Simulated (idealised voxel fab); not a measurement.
process module | voxel trench capacitor
cross-section cut | 145 nm wide | cells 5 nm
A cross-section is a grid of square cells, given in bands from the top down. A band is one or more rows of cells.
Each band's line starts with the height of the band's top and of its bottom, in nm. Then come its materials from left to right, each with its width in nm. One material with "throughout" fills the band from edge to edge. "air" is empty space.
Height 0 is the level under which the wafer as received is all one material. The lowest band goes on downwards, as in "0 down".
A width such as "30 to 40" changes by the same amount from each row of cells to the next, from the band's top row to its bottom row.
"no change" after a step means that no cell of the cross-section changed.
closed voids: empty space of 8 cells or more with no open way to the top, each as width x height at its distance from the left edge, in nm
after a step's settings: what the simulator itself notes on the step
overlay nm, on a step with a mask: how far to the right of its planned place the mask lay; to the left if negative
plan
1 op RECEIVE | material Si
2 op CONFORMAL_DEP | material SiN | thk nm 10
3 op MASKED_ETCH | tone open | mask id TRENCH | width nm 30 | pitch nm 45 | etch materials SiN | depth nm 10 | overlay nm 0
4 op MASKED_ETCH | tone open | mask id TRENCH | width nm 30 | pitch nm 45 | etch materials Si | depth nm 25 | overlay nm 0
5 op CONFORMAL_DEP | material Al2O3 | thk nm 5
6 op CONFORMAL_DEP | material TiN | thk nm 5
7 op FILL_DEP | material W | thk nm 10
8 op CMP | height nm 10
as received, after step 1
  0 down: Si throughout
  closed voids: none
a wafer at the end: this start, this plan, one mistake
  10 to 0: SiN 35 | TiN 5 | Al2O3 5 | W 10 | Al2O3 5 | TiN 5 | SiN 15 | TiN 5 | Al2O3 5 | W 10 | Al2O3 5 | TiN 5 | SiN 35
  0 to -15: Si 35 | TiN 5 | Al2O3 5 | W 10 | Al2O3 5 | TiN 5 | Si 15 | TiN 5 | Al2O3 5 | W 10 | Al2O3 5 | TiN 5 | Si 35
  -15 to -20: Si 35 | TiN 5 | Al2O3 20 | TiN 5 | Si 15 | TiN 5 | Al2O3 20 | TiN 5 | Si 35
  -20 to -25: Si 35 | TiN 30 | Si 15 | TiN 30 | Si 35
  -25 down: Si throughout
  closed voids: none
what went wrong: steps 5 and 6 were swapped
